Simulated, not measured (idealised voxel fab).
Presented below is a process module, voxel ribs on slabs.
Cross-section cut spans 140 nm and uses square cells 5 nm in size.
If you're reading a cross-section in this doc, picture square cells in a grid; it comes to you as bands, top ones listed first down to the bottom, and a band can be one or more rows of cells.
Per band: top height and bottom height in nm, followed by the left-to-right materials and their widths in nm; "all across" marks a single material spanning edge to edge, "blank" marks empty space.
The reference from which all heights are counted is 0, the level beneath which the as-received wafer is entirely one material; the lowest band, having no lower bound, proceeds downward and is written after the example "from 0 down".
So if you see something like "30 to 40" for the width, read it as the top row of the band sitting at the first number and the bottom row at the second, with every row in between moving by the same amount as the last.
Step marked "same as before"? Then no cell in the cross-section changed in it.
The entry titled "Enclosed cavities" provides the empty spaces that have no open way to the top, restricted to those of 8 cells or more. Each is presented as width x height at distance, the distance being measured from the left edge, with all three in nm.
Past the settings on a step's line: simulator remark, on that step.
The setting "overlay nm" may be written on the line of a step. When the step uses a mask, the value reports how far to the right of the planned place the mask lay, and a negative value reports that it lay to the left.
Structure of the following material. The material consists of pairs of cross-sections. Each pair comprises the cross-section before one process step and the cross-section after that step, the latter shown only down to the lowest band that changed. The step between the cross-sections is specified beneath each pair, including its settings. Pairs are not necessarily consecutive: they may derive from different runs of this module performed on the same starting wafer. Continuity with the pair above is to be assumed only where the entry headed "Before processing" of the pair in question states it.

Before processing
	from 0 down: Si all across
	Enclosed cavities: none

Step Outcome
	from 25 to 0: SiO2 all across
	At heights below 0, the structure remains unaltered.
	Enclosed cavities: none
The process step bridging the two cross-sections above: DIRECTIONAL_DEP: material SiO2, thk nm 25

Before processing: this step begins from the cross-section that the pair just above shows after its step.

Step Outcome
	from 40 to 25: polySi all across
	At heights below 25, the structure remains unaltered.
	Enclosed cavities: none
The process step bridging the two cross-sections above: DIRECTIONAL_DEP: material polySi, thk nm 15

Before processing: this step begins from the cross-section that the pair just above shows after its step.

Step Outcome
	from 50 to 40: aC all across
	At heights below 40, the structure remains unaltered.
	Enclosed cavities: none
The process step bridging the two cross-sections above: DIRECTIONAL_DEP: material aC, thk nm 10

Before processing: this step begins from the cross-section that the pair just above shows after its step.

Step Outcome
	from 80 to 50: blank (55), then resist (25), then blank (60)
	At heights below 50, the structure remains unaltered.
	Enclosed cavities: none
The process step bridging the two cross-sections above: PATTERN: tone cover, mask id RIB, material resist, width nm 25, thk nm 30, overlay nm 0

Before processing: this step begins from the cross-section that the pair just above shows after its step.

Step Outcome
	from 70 to 50: blank (55), then resist (25), then blank (60)
	from 50 to 40: blank (55), then aC (25), then blank (60)
	At heights below 40, the structure remains unaltered.
	Enclosed cavities: none
The process step bridging the two cross-sections above: DIRECTIONAL_ETCH: etch materials aC, depth nm 10

Before processing: this step begins from the cross-section that the pair just above shows after its step.

Step Outcome
	from 50 to 40: blank (55), then aC (25), then blank (60)
	At heights below 40, the structure remains unaltered.
	Enclosed cavities: none
The process step bridging the two cross-sections above: STRIP: etch materials resist

Before processing: this step begins from the cross-section that the pair just above shows after its step.

Step Outcome
	from 50 to 40: blank (55), then aC (25), then blank (60)
	from 40 to 30: blank (55), then polySi (25), then blank (60)
	At heights below 30, the structure remains unaltered.
	Enclosed cavities: none
The process step bridging the two cross-sections above: DIRECTIONAL_ETCH: etch materials polySi, depth nm 10

Before processing: this step begins from the cross-section that the pair just above shows after its step.

Step Outcome
	from 40 to 30: blank (55), then polySi (25), then blank (60)
	At heights below 30, the structure remains unaltered.
	Enclosed cavities: none
The process step bridging the two cross-sections above: STRIP: etch materials aC

Before processing: this step begins from the cross-section that the pair just above shows after its step.

Step Outcome
	from 50 to 40: blank (55), then aC (25), then blank (60)
	from 40 to 30: aC (55), then polySi (25), then aC (60)
	At heights below 30, the structure remains unaltered.
	Enclosed cavities: none
The process step bridging the two cross-sections above: DIRECTIONAL_DEP: material aC, thk nm 10

Before processing: this step begins from the cross-section that the pair just above shows after its step.

Step Outcome
	from 80 to 50: blank (35), then resist (65), then blank (40)
	from 50 to 40: blank (35), then resist (20), then aC (25), then resist (20), then blank (40)
	At heights below 40, the structure remains unaltered.
	Enclosed cavities: none
The process step bridging the two cross-sections above: PATTERN: tone cover, mask id SLAB, material resist, width nm 65, thk nm 30, overlay nm 0

Before processing: this step begins from the cross-section that the pair just above shows after its step.

Step Outcome
	from 70 to 50: blank (35), then resist (65), then blank (40)
	from 50 to 40: blank (35), then resist (20), then aC (25), then resist (20), then blank (40)
	from 40 to 30: blank (35), then aC (20), then polySi (25), then aC (20), then blank (40)
	At heights below 30, the structure remains unaltered.
	Enclosed cavities: none
The process step bridging the two cross-sections above: DIRECTIONAL_ETCH: etch materials aC, depth nm 10

Before processing: this step begins from the cross-section that the pair just above shows after its step.

Step Outcome
	from 50 to 40: blank (55), then aC (25), then blank (60)
	At heights below 40, the structure remains unaltered.
	Enclosed cavities: none
The process step bridging the two cross-sections above: STRIP: etch materials resist

Before processing: this step begins from the cross-section that the pair just above shows after its step.

Step Outcome
	from 50 to 40: blank (55), then aC (25), then blank (60)
	from 40 to 30: blank (35), then aC (20), then polySi (25), then aC (20), then blank (40)
	from 30 to 25: blank (35), then polySi (65), then blank (40)
	At heights below 25, the structure remains unaltered.
	Enclosed cavities: none
The process step bridging the two cross-sections above: DIRECTIONAL_ETCH: etch materials polySi, depth nm 5

Before processing: this step begins from the cross-section that the pair just above shows after its step.

Step Outcome
	from 40 to 30: blank (55), then polySi (25), then blank (60)
	At heights below 30, the structure remains unaltered.
	Enclosed cavities: none
The process step bridging the two cross-sections above: STRIP: etch materials aC

Before processing: this step begins from the cross-section that the pair just above shows after its step.

Step Outcome
	from 65 to 40: SiO2 all across
	from 40 to 30: SiO2 (55), then polySi (25), then SiO2 (60)
	from 30 to 25: SiO2 (35), then polySi (65), then SiO2 (40)
	At heights below 25, the structure remains unaltered.
	Enclosed cavities: none
The process step bridging the two cross-sections above: FILL_DEP: material SiO2, thk nm 25

Before processing: this step begins from the cross-section that the pair just above shows after its step.

Step Outcome
	from 60 to 40: SiO2 all across
	At heights below 40, the structure remains unaltered.
	Enclosed cavities: none
The process step bridging the two cross-sections above: CMP: height nm 60

Before processing: this step begins from the cross-section that the pair just above shows after its step.

Step Outcome
	from 70 to 60: TiN all across
	At heights below 60, the structure remains unaltered.
	Enclosed cavities: none
The process step bridging the two cross-sections above: DIRECTIONAL_DEP: material TiN, thk nm 10

Before processing: this step begins from the cross-section that the pair just above shows after its step.

Step Outcome
	from 80 to 70: aC all across
	At heights below 70, the structure remains unaltered.
	Enclosed cavities: none
The process step bridging the two cross-sections above: DIRECTIONAL_DEP: material aC, thk nm 10

Before processing: this step begins from the cross-section that the pair just above shows after its step.

Step Outcome
	from 105 to 80: blank (50), then resist (35), then blank (55)
	At heights below 80, the structure remains unaltered.
	Enclosed cavities: none
The process step bridging the two cross-sections above: PATTERN: tone cover, mask id HEATER, material resist, width nm 35, thk nm 25, overlay nm 0

Before processing: this step begins from the cross-section that the pair just above shows after its step.

Step Outcome
	from 95 to 80: blank (50), then resist (35), then blank (55)
	from 80 to 70: blank (50), then aC (35), then blank (55)
	At heights below 70, the structure remains unaltered.
	Enclosed cavities: none
The process step bridging the two cross-sections above: DIRECTIONAL_ETCH: etch materials aC, depth nm 10

Before processing: this step begins from the cross-section that the pair just above shows after its step.

Step Outcome
	from 80 to 70: blank (50), then aC (35), then blank (55)
	At heights below 70, the structure remains unaltered.
	Enclosed cavities: none
The process step bridging the two cross-sections above: STRIP: etch materials resist

Before processing: this step begins from the cross-section that the pair just above shows after its step.

Step Outcome
	from 80 to 70: blank (50), then aC (35), then blank (55)
	from 70 to 60: blank (50), then TiN (35), then blank (55)
	At heights below 60, the structure remains unaltered.
	Enclosed cavities: none
The process step bridging the two cross-sections above: DIRECTIONAL_ETCH: etch materials TiN, depth nm 10

Before processing: this step begins from the cross-section that the pair just above shows after its step.

Step Outcome
	from 70 to 60: blank (50), then TiN (35), then blank (55)
	At heights below 60, the structure remains unaltered.
	Enclosed cavities: none
The process step bridging the two cross-sections above: STRIP: etch materials aC

Before processing: this step begins from the cross-section that the pair just above shows after its step.

Step Outcome
	from 80 to 70: blank (40), then SiO2 (55), then blank (45)
	from 70 to 60: SiO2 (50), then TiN (35), then SiO2 (55)
	At heights below 60, the structure remains unaltered.
	Enclosed cavities: none
The process step bridging the two cross-sections above: CONFORMAL_DEP: material SiO2, thk nm 10

Before processing
	from 40 to 25: polySi all across
	from 25 to 0: SiO2 all across
	from 0 down: Si all across
	Enclosed cavities: none

Step Outcome
	from 55 to 25: polySi all across
	At heights below 25, the structure remains unaltered.
	Enclosed cavities: none
The process step bridging the two cross-sections above: DIRECTIONAL_DEP: material polySi, thk nm 15

Before processing: this step begins from the cross-section that the pair just above shows after its step.

Step Outcome
	from 65 to 55: aC all across
	At heights below 55, the structure remains unaltered.
	Enclosed cavities: none
The process step bridging the two cross-sections above: DIRECTIONAL_DEP: material aC, thk nm 10

Before processing: this step begins from the cross-section that the pair just above shows after its step.

Step Outcome
	from 95 to 65: blank (55), then resist (25), then blank (60)
	At heights below 65, the structure remains unaltered.
	Enclosed cavities: none
The process step bridging the two cross-sections above: PATTERN: tone cover, mask id RIB, material resist, width nm 25, thk nm 30, overlay nm 0

Before processing: this step begins from the cross-section that the pair just above shows after its step.

Step Outcome
	from 85 to 65: blank (55), then resist (25), then blank (60)
	from 65 to 55: blank (55), then aC (25), then blank (60)
	At heights below 55, the structure remains unaltered.
	Enclosed cavities: none
The process step bridging the two cross-sections above: DIRECTIONAL_ETCH: etch materials aC, depth nm 10

Before processing: this step begins from the cross-section that the pair just above shows after its step.

Step Outcome
	from 65 to 55: blank (55), then aC (25), then blank (60)
	At heights below 55, the structure remains unaltered.
	Enclosed cavities: none
The process step bridging the two cross-sections above: STRIP: etch materials resist

Before processing: this step begins from the cross-section that the pair just above shows after its step.

Step Outcome
	from 65 to 55: blank (55), then aC (25), then blank (60)
	from 55 to 45: blank (55), then polySi (25), then blank (60)
	At heights below 45, the structure remains unaltered.
	Enclosed cavities: none
The process step bridging the two cross-sections above: DIRECTIONAL_ETCH: etch materials polySi, depth nm 10

Before processing: this step begins from the cross-section that the pair just above shows after its step.

Step Outcome
	from 55 to 45: blank (55), then polySi (25), then blank (60)
	At heights below 45, the structure remains unaltered.
	Enclosed cavities: none
The process step bridging the two cross-sections above: STRIP: etch materials aC

Before processing: this step begins from the cross-section that the pair just above shows after its step.

Step Outcome
	from 65 to 55: blank (55), then aC (25), then blank (60)
	from 55 to 45: aC (55), then polySi (25), then aC (60)
	At heights below 45, the structure remains unaltered.
	Enclosed cavities: none
The process step bridging the two cross-sections above: DIRECTIONAL_DEP: material aC, thk nm 10

Before processing: this step begins from the cross-section that the pair just above shows after its step.

Step Outcome
	from 95 to 65: blank (35), then resist (65), then blank (40)
	from 65 to 55: blank (35), then resist (20), then aC (25), then resist (20), then blank (40)
	At heights below 55, the structure remains unaltered.
	Enclosed cavities: none
The process step bridging the two cross-sections above: PATTERN: tone cover, mask id SLAB, material resist, width nm 65, thk nm 30, overlay nm 0

Before processing: this step begins from the cross-section that the pair just above shows after its step.

Step Outcome
	from 85 to 65: blank (35), then resist (65), then blank (40)
	from 65 to 55: blank (35), then resist (20), then aC (25), then resist (20), then blank (40)
	from 55 to 45: blank (35), then aC (20), then polySi (25), then aC (20), then blank (40)
	At heights below 45, the structure remains unaltered.
	Enclosed cavities: none
The process step bridging the two cross-sections above: DIRECTIONAL_ETCH: etch materials aC, depth nm 10

Before processing: this step begins from the cross-section that the pair just above shows after its step.

Step Outcome
	from 65 to 55: blank (55), then aC (25), then blank (60)
	At heights below 55, the structure remains unaltered.
	Enclosed cavities: none
The process step bridging the two cross-sections above: STRIP: etch materials resist

Before processing: this step begins from the cross-section that the pair just above shows after its step.

Step Outcome
	from 65 to 55: blank (55), then aC (25), then blank (60)
	from 55 to 45: blank (35), then aC (20), then polySi (25), then aC (20), then blank (40)
	from 45 to 40: blank (35), then polySi (65), then blank (40)
	At heights below 40, the structure remains unaltered.
	Enclosed cavities: none
The process step bridging the two cross-sections above: DIRECTIONAL_ETCH: etch materials polySi, depth nm 5

Before processing: this step begins from the cross-section that the pair just above shows after its step.

Step Outcome
	from 55 to 45: blank (55), then polySi (25), then blank (60)
	At heights below 45, the structure remains unaltered.
	Enclosed cavities: none
The process step bridging the two cross-sections above: STRIP: etch materials aC

Before processing: this step begins from the cross-section that the pair just above shows after its step.

Step Outcome
	from 80 to 55: SiO2 all across
	from 55 to 45: SiO2 (55), then polySi (25), then SiO2 (60)
	from 45 to 40: SiO2 (35), then polySi (65), then SiO2 (40)
	At heights below 40, the structure remains unaltered.
	Enclosed cavities: none
The process step bridging the two cross-sections above: FILL_DEP: material SiO2, thk nm 25

Before processing: this step begins from the cross-section that the pair just above shows after its step.

Step Outcome
	from 60 to 55: SiO2 all across
	At heights below 55, the structure remains unaltered.
	Enclosed cavities: none
The process step bridging the two cross-sections above: CMP: height nm 60

Before processing: this step begins from the cross-section that the pair just above shows after its step.

Step Outcome
	from 70 to 60: TiN all across
	At heights below 60, the structure remains unaltered.
	Enclosed cavities: none
The process step bridging the two cross-sections above: DIRECTIONAL_DEP: material TiN, thk nm 10

Before processing: this step begins from the cross-section that the pair just above shows after its step.

Step Outcome
	from 80 to 70: aC all across
	At heights below 70, the structure remains unaltered.
	Enclosed cavities: none
The process step bridging the two cross-sections above: DIRECTIONAL_DEP: material aC, thk nm 10

Before processing: this step begins from the cross-section that the pair just above shows after its step.

Step Outcome
	from 105 to 80: blank (50), then resist (35), then blank (55)
	At heights below 80, the structure remains unaltered.
	Enclosed cavities: none
The process step bridging the two cross-sections above: PATTERN: tone cover, mask id HEATER, material resist, width nm 35, thk nm 25, overlay nm 0

Before processing: this step begins from the cross-section that the pair just above shows after its step.

Step Outcome
	from 95 to 80: blank (50), then resist (35), then blank (55)
	from 80 to 70: blank (50), then aC (35), then blank (55)
	At heights below 70, the structure remains unaltered.
	Enclosed cavities: none
The process step bridging the two cross-sections above: DIRECTIONAL_ETCH: etch materials aC, depth nm 10

Before processing: this step begins from the cross-section that the pair just above shows after its step.

Step Outcome
	from 80 to 70: blank (50), then aC (35), then blank (55)
	At heights below 70, the structure remains unaltered.
	Enclosed cavities: none
The process step bridging the two cross-sections above: STRIP: etch materials resist

Before processing: this step begins from the cross-section that the pair just above shows after its step.

Step Outcome
	from 80 to 70: blank (50), then aC (35), then blank (55)
	from 70 to 60: blank (50), then TiN (35), then blank (55)
	At heights below 60, the structure remains unaltered.
	Enclosed cavities: none
The process step bridging the two cross-sections above: DIRECTIONAL_ETCH: etch materials TiN, depth nm 10

Before processing: this step begins from the cross-section that the pair just above shows after its step.

Step Outcome
	from 70 to 60: blank (50), then TiN (35), then blank (55)
	At heights below 60, the structure remains unaltered.
	Enclosed cavities: none
The process step bridging the two cross-sections above: STRIP: etch materials aC

Before processing: this step begins from the cross-section that the pair just above shows after its step.

Step Outcome
	from 80 to 70: blank (40), then SiO2 (55), then blank (45)
	from 70 to 60: SiO2 (50), then TiN (35), then SiO2 (55)
	At heights below 60, the structure remains unaltered.
	Enclosed cavities: none
The process step bridging the two cross-sections above: CONFORMAL_DEP: material SiO2, thk nm 10

Before processing
	from 0 down: Si all across
	Enclosed cavities: none

Step Outcome
	from 15 to 0: polySi all across
	At heights below 0, the structure remains unaltered.
	Enclosed cavities: none
The process step bridging the two cross-sections above: DIRECTIONAL_DEP: material polySi, thk nm 15

Before processing: this step begins from the cross-section that the pair just above shows after its step.

Step Outcome
	from 40 to 15: SiO2 all across
	At heights below 15, the structure remains unaltered.
	Enclosed cavities: none
The process step bridging the two cross-sections above: DIRECTIONAL_DEP: material SiO2, thk nm 25

Before processing: this step begins from the cross-section that the pair just above shows after its step.

Step Outcome
	from 50 to 40: aC all across
	At heights below 40, the structure remains unaltered.
	Enclosed cavities: none
The process step bridging the two cross-sections above: DIRECTIONAL_DEP: material aC, thk nm 10

Before processing: this step begins from the cross-section that the pair just above shows after its step.

Step Outcome
	from 80 to 50: blank (55), then resist (25), then blank (60)
	At heights below 50, the structure remains unaltered.
	Enclosed cavities: none
The process step bridging the two cross-sections above: PATTERN: tone cover, mask id RIB, material resist, width nm 25, thk nm 30, overlay nm 0

Before processing: this step begins from the cross-section that the pair just above shows after its step.

Step Outcome
	from 70 to 50: blank (55), then resist (25), then blank (60)
	from 50 to 40: blank (55), then aC (25), then blank (60)
	At heights below 40, the structure remains unaltered.
	Enclosed cavities: none
The process step bridging the two cross-sections above: DIRECTIONAL_ETCH: etch materials aC, depth nm 10

Before processing: this step begins from the cross-section that the pair just above shows after its step.

Step Outcome
	from 50 to 40: blank (55), then aC (25), then blank (60)
	At heights below 40, the structure remains unaltered.
	Enclosed cavities: none
The process step bridging the two cross-sections above: STRIP: etch materials resist

Before processing: this step begins from the cross-section that the pair just above shows after its step.

Step Outcome
	from 40 to 15: SiO2 all across
	At heights below 15, the structure remains unaltered.
	Enclosed cavities: none
The process step bridging the two cross-sections above: STRIP: etch materials aC

Before processing
	from 50 to 40: aC all across
	from 40 to 15: SiO2 all across
	from 15 to 0: polySi all across
	from 0 down: Si all across
	Enclosed cavities: none

Step Outcome
	from 80 to 50: blank (35), then resist (65), then blank (40)
	At heights below 50, the structure remains unaltered.
	Enclosed cavities: none
The process step bridging the two cross-sections above: PATTERN: tone cover, mask id SLAB, material resist, width nm 65, thk nm 30, overlay nm 0

Before processing: this step begins from the cross-section that the pair just above shows after its step.

Step Outcome
	from 70 to 50: blank (35), then resist (65), then blank (40)
	from 50 to 40: blank (35), then aC (65), then blank (40)
	At heights below 40, the structure remains unaltered.
	Enclosed cavities: none
The process step bridging the two cross-sections above: DIRECTIONAL_ETCH: etch materials aC, depth nm 10

Before processing: this step begins from the cross-section that the pair just above shows after its step.

Step Outcome
	from 50 to 40: blank (35), then aC (65), then blank (40)
	At heights below 40, the structure remains unaltered.
	Enclosed cavities: none
The process step bridging the two cross-sections above: STRIP: etch materials resist

Before processing: this step begins from the cross-section that the pair just above shows after its step.

Step Outcome
	from 40 to 15: SiO2 all across
	At heights below 15, the structure remains unaltered.
	Enclosed cavities: none
The process step bridging the two cross-sections above: STRIP: etch materials aC

Before processing: this step begins from the cross-section that the pair just above shows after its step.

Step Outcome
	from 65 to 15: SiO2 all across
	At heights below 15, the structure remains unaltered.
	Enclosed cavities: none
The process step bridging the two cross-sections above: FILL_DEP: material SiO2, thk nm 25

Before processing: this step begins from the cross-section that the pair just above shows after its step.

Step Outcome
	from 60 to 15: SiO2 all across
	At heights below 15, the structure remains unaltered.
	Enclosed cavities: none
The process step bridging the two cross-sections above: CMP: height nm 60

Before processing: this step begins from the cross-section that the pair just above shows after its step.

Step Outcome
	from 70 to 60: TiN all across
	At heights below 60, the structure remains unaltered.
	Enclosed cavities: none
The process step bridging the two cross-sections above: DIRECTIONAL_DEP: material TiN, thk nm 10

Before processing: this step begins from the cross-section that the pair just above shows after its step.

Step Outcome
	from 80 to 70: aC all across
	At heights below 70, the structure remains unaltered.
	Enclosed cavities: none
The process step bridging the two cross-sections above: DIRECTIONAL_DEP: material aC, thk nm 10

Before processing: this step begins from the cross-section that the pair just above shows after its step.

Step Outcome
	from 105 to 80: blank (50), then resist (35), then blank (55)
	At heights below 80, the structure remains unaltered.
	Enclosed cavities: none
The process step bridging the two cross-sections above: PATTERN: tone cover, mask id HEATER, material resist, width nm 35, thk nm 25, overlay nm 0

Before processing: this step begins from the cross-section that the pair just above shows after its step.

Step Outcome
	from 95 to 80: blank (50), then resist (35), then blank (55)
	from 80 to 70: blank (50), then aC (35), then blank (55)
	At heights below 70, the structure remains unaltered.
	Enclosed cavities: none
The process step bridging the two cross-sections above: DIRECTIONAL_ETCH: etch materials aC, depth nm 10

Before processing: this step begins from the cross-section that the pair just above shows after its step.

Step Outcome
	from 80 to 70: blank (50), then aC (35), then blank (55)
	At heights below 70, the structure remains unaltered.
	Enclosed cavities: none
The process step bridging the two cross-sections above: STRIP: etch materials resist

Before processing: this step begins from the cross-section that the pair just above shows after its step.

Step Outcome
	from 80 to 70: blank (50), then aC (35), then blank (55)
	from 70 to 60: blank (50), then TiN (35), then blank (55)
	At heights below 60, the structure remains unaltered.
	Enclosed cavities: none
The process step bridging the two cross-sections above: DIRECTIONAL_ETCH: etch materials TiN, depth nm 10

Before processing: this step begins from the cross-section that the pair just above shows after its step.

Step Outcome
	from 70 to 60: blank (50), then TiN (35), then blank (55)
	At heights below 60, the structure remains unaltered.
	Enclosed cavities: none
The process step bridging the two cross-sections above: STRIP: etch materials aC

Before processing: this step begins from the cross-section that the pair just above shows after its step.

Step Outcome
	from 80 to 70: blank (40), then SiO2 (55), then blank (45)
	from 70 to 60: SiO2 (50), then TiN (35), then SiO2 (55)
	At heights below 60, the structure remains unaltered.
	Enclosed cavities: none
The process step bridging the two cross-sections above: CONFORMAL_DEP: material SiO2, thk nm 10

Before processing
	from 60 to 40: SiO2 all across
	from 40 to 30: SiO2 (55), then polySi (25), then SiO2 (60)
	from 30 to 25: SiO2 (35), then polySi (65), then SiO2 (40)
	from 25 to 0: SiO2 all across
	from 0 down: Si all across
	Enclosed cavities: none

Step Outcome
	from 75 to 60: TiN all across
	At heights below 60, the structure remains unaltered.
	Enclosed cavities: none
The process step bridging the two cross-sections above: DIRECTIONAL_DEP: material TiN, thk nm 15

Before processing: this step begins from the cross-section that the pair just above shows after its step.

Step Outcome
	from 85 to 75: aC all across
	At heights below 75, the structure remains unaltered.
	Enclosed cavities: none
The process step bridging the two cross-sections above: DIRECTIONAL_DEP: material aC, thk nm 10

Before processing: this step begins from the cross-section that the pair just above shows after its step.

Step Outcome
	from 110 to 85: blank (50), then resist (35), then blank (55)
	At heights below 85, the structure remains unaltered.
	Enclosed cavities: none
The process step bridging the two cross-sections above: PATTERN: tone cover, mask id HEATER, material resist, width nm 35, thk nm 25, overlay nm 0

Before processing: this step begins from the cross-section that the pair just above shows after its step.

Step Outcome
	from 100 to 85: blank (50), then resist (35), then blank (55)
	from 85 to 75: blank (50), then aC (35), then blank (55)
	At heights below 75, the structure remains unaltered.
	Enclosed cavities: none
The process step bridging the two cross-sections above: DIRECTIONAL_ETCH: etch materials aC, depth nm 10

Before processing: this step begins from the cross-section that the pair just above shows after its step.

Step Outcome
	from 85 to 75: blank (50), then aC (35), then blank (55)
	At heights below 75, the structure remains unaltered.
	Enclosed cavities: none
The process step bridging the two cross-sections above: STRIP: etch materials resist

Before processing: this step begins from the cross-section that the pair just above shows after its step.

Step Outcome
	from 85 to 75: blank (50), then aC (35), then blank (55)
	from 75 to 65: blank (50), then TiN (35), then blank (55)
	At heights below 65, the structure remains unaltered.
	Enclosed cavities: none
The process step bridging the two cross-sections above: DIRECTIONAL_ETCH: etch materials TiN, depth nm 10

Before processing: this step begins from the cross-section that the pair just above shows after its step.

Step Outcome
	from 75 to 65: blank (50), then TiN (35), then blank (55)
	At heights below 65, the structure remains unaltered.
	Enclosed cavities: none
The process step bridging the two cross-sections above: STRIP: etch materials aC

Before processing: this step begins from the cross-section that the pair just above shows after its step.

Step Outcome
	from 85 to 75: blank (40), then SiO2 (55), then blank (45)
	from 75 to 65: SiO2 (50), then TiN (35), then SiO2 (55)
	At heights below 65, the structure remains unaltered.
	Enclosed cavities: none
The process step bridging the two cross-sections above: CONFORMAL_DEP: material SiO2, thk nm 10

Before processing
	from 50 to 40: aC all across
	from 40 to 25: polySi all across
	from 25 to 0: SiO2 all across
	from 0 down: Si all across
	Enclosed cavities: none

Step Outcome
	from 80 to 50: blank (60), then resist (20), then blank (60)
	At heights below 50, the structure remains unaltered.
	Enclosed cavities: none
The process step bridging the two cross-sections above: PATTERN: tone cover, mask id RIB, material resist, width nm 20, thk nm 30, overlay nm 0

Before processing: this step begins from the cross-section that the pair just above shows after its step.

Step Outcome
	from 70 to 50: blank (60), then resist (20), then blank (60)
	from 50 to 40: blank (60), then aC (20), then blank (60)
	At heights below 40, the structure remains unaltered.
	Enclosed cavities: none
The process step bridging the two cross-sections above: DIRECTIONAL_ETCH: etch materials aC, depth nm 10

Before processing: this step begins from the cross-section that the pair just above shows after its step.

Step Outcome
	from 50 to 40: blank (60), then aC (20), then blank (60)
	At heights below 40, the structure remains unaltered.
	Enclosed cavities: none
The process step bridging the two cross-sections above: STRIP: etch materials resist

Before processing: this step begins from the cross-section that the pair just above shows after its step.

Step Outcome
	from 50 to 40: blank (60), then aC (20), then blank (60)
	from 40 to 30: blank (60), then polySi (20), then blank (60)
	At heights below 30, the structure remains unaltered.
	Enclosed cavities: none
The process step bridging the two cross-sections above: DIRECTIONAL_ETCH: etch materials polySi, depth nm 10

Before processing: this step begins from the cross-section that the pair just above shows after its step.

Step Outcome
	from 40 to 30: blank (60), then polySi (20), then blank (60)
	At heights below 30, the structure remains unaltered.
	Enclosed cavities: none
The process step bridging the two cross-sections above: STRIP: etch materials aC

Before processing: this step begins from the cross-section that the pair just above shows after its step.

Step Outcome
	from 50 to 40: blank (60), then aC (20), then blank (60)
	from 40 to 30: aC (60), then polySi (20), then aC (60)
	At heights below 30, the structure remains unaltered.
	Enclosed cavities: none
The process step bridging the two cross-sections above: DIRECTIONAL_DEP: material aC, thk nm 10

Before processing: this step begins from the cross-section that the pair just above shows after its step.

Step Outcome
	from 80 to 50: blank (35), then resist (65), then blank (40)
	from 50 to 40: blank (35), then resist (25), then aC (20), then resist (20), then blank (40)
	At heights below 40, the structure remains unaltered.
	Enclosed cavities: none
The process step bridging the two cross-sections above: PATTERN: tone cover, mask id SLAB, material resist, width nm 65, thk nm 30, overlay nm 0

Before processing: this step begins from the cross-section that the pair just above shows after its step.

Step Outcome
	from 70 to 50: blank (35), then resist (65), then blank (40)
	from 50 to 40: blank (35), then resist (25), then aC (20), then resist (20), then blank (40)
	from 40 to 30: blank (35), then aC (25), then polySi (20), then aC (20), then blank (40)
	At heights below 30, the structure remains unaltered.
	Enclosed cavities: none
The process step bridging the two cross-sections above: DIRECTIONAL_ETCH: etch materials aC, depth nm 10

Before processing: this step begins from the cross-section that the pair just above shows after its step.

Step Outcome
	from 50 to 40: blank (60), then aC (20), then blank (60)
	At heights below 40, the structure remains unaltered.
	Enclosed cavities: none
The process step bridging the two cross-sections above: STRIP: etch materials resist

Before processing: this step begins from the cross-section that the pair just above shows after its step.

Step Outcome
	from 50 to 40: blank (60), then aC (20), then blank (60)
	from 40 to 30: blank (35), then aC (25), then polySi (20), then aC (20), then blank (40)
	from 30 to 25: blank (35), then polySi (65), then blank (40)
	At heights below 25, the structure remains unaltered.
	Enclosed cavities: none
The process step bridging the two cross-sections above: DIRECTIONAL_ETCH: etch materials polySi, depth nm 5

Before processing: this step begins from the cross-section that the pair just above shows after its step.

Step Outcome
	from 40 to 30: blank (60), then polySi (20), then blank (60)
	At heights below 30, the structure remains unaltered.
	Enclosed cavities: none
The process step bridging the two cross-sections above: STRIP: etch materials aC

Before processing: this step begins from the cross-section that the pair just above shows after its step.

Step Outcome
	from 65 to 40: SiO2 all across
	from 40 to 30: SiO2 (60), then polySi (20), then SiO2 (60)
	from 30 to 25: SiO2 (35), then polySi (65), then SiO2 (40)
	At heights below 25, the structure remains unaltered.
	Enclosed cavities: none
The process step bridging the two cross-sections above: FILL_DEP: material SiO2, thk nm 25

Before processing: this step begins from the cross-section that the pair just above shows after its step.

Step Outcome
	from 60 to 40: SiO2 all across
	At heights below 40, the structure remains unaltered.
	Enclosed cavities: none
The process step bridging the two cross-sections above: CMP: height nm 60

Before processing: this step begins from the cross-section that the pair just above shows after its step.

Step Outcome
	from 70 to 60: TiN all across
	At heights below 60, the structure remains unaltered.
	Enclosed cavities: none
The process step bridging the two cross-sections above: DIRECTIONAL_DEP: material TiN, thk nm 10

Before processing: this step begins from the cross-section that the pair just above shows after its step.

Step Outcome
	from 80 to 70: aC all across
	At heights below 70, the structure remains unaltered.
	Enclosed cavities: none
The process step bridging the two cross-sections above: DIRECTIONAL_DEP: material aC, thk nm 10

Before processing: this step begins from the cross-section that the pair just above shows after its step.

Step Outcome
	from 105 to 80: blank (50), then resist (35), then blank (55)
	At heights below 80, the structure remains unaltered.
	Enclosed cavities: none
The process step bridging the two cross-sections above: PATTERN: tone cover, mask id HEATER, material resist, width nm 35, thk nm 25, overlay nm 0

Before processing: this step begins from the cross-section that the pair just above shows after its step.

Step Outcome
	from 95 to 80: blank (50), then resist (35), then blank (55)
	from 80 to 70: blank (50), then aC (35), then blank (55)
	At heights below 70, the structure remains unaltered.
	Enclosed cavities: none
The process step bridging the two cross-sections above: DIRECTIONAL_ETCH: etch materials aC, depth nm 10

Before processing: this step begins from the cross-section that the pair just above shows after its step.

Step Outcome
	from 80 to 70: blank (50), then aC (35), then blank (55)
	At heights below 70, the structure remains unaltered.
	Enclosed cavities: none
The process step bridging the two cross-sections above: STRIP: etch materials resist

Before processing: this step begins from the cross-section that the pair just above shows after its step.

Step Outcome
	from 80 to 70: blank (50), then aC (35), then blank (55)
	from 70 to 60: blank (50), then TiN (35), then blank (55)
	At heights below 60, the structure remains unaltered.
	Enclosed cavities: none
The process step bridging the two cross-sections above: DIRECTIONAL_ETCH: etch materials TiN, depth nm 10

Before processing: this step begins from the cross-section that the pair just above shows after its step.

Step Outcome
	from 70 to 60: blank (50), then TiN (35), then blank (55)
	At heights below 60, the structure remains unaltered.
	Enclosed cavities: none
The process step bridging the two cross-sections above: STRIP: etch materials aC

Before processing: this step begins from the cross-section that the pair just above shows after its step.

Step Outcome
	from 80 to 70: blank (40), then SiO2 (55), then blank (45)
	from 70 to 60: SiO2 (50), then TiN (35), then SiO2 (55)
	At heights below 60, the structure remains unaltered.
	Enclosed cavities: none
The process step bridging the two cross-sections above: CONFORMAL_DEP: material SiO2, thk nm 10
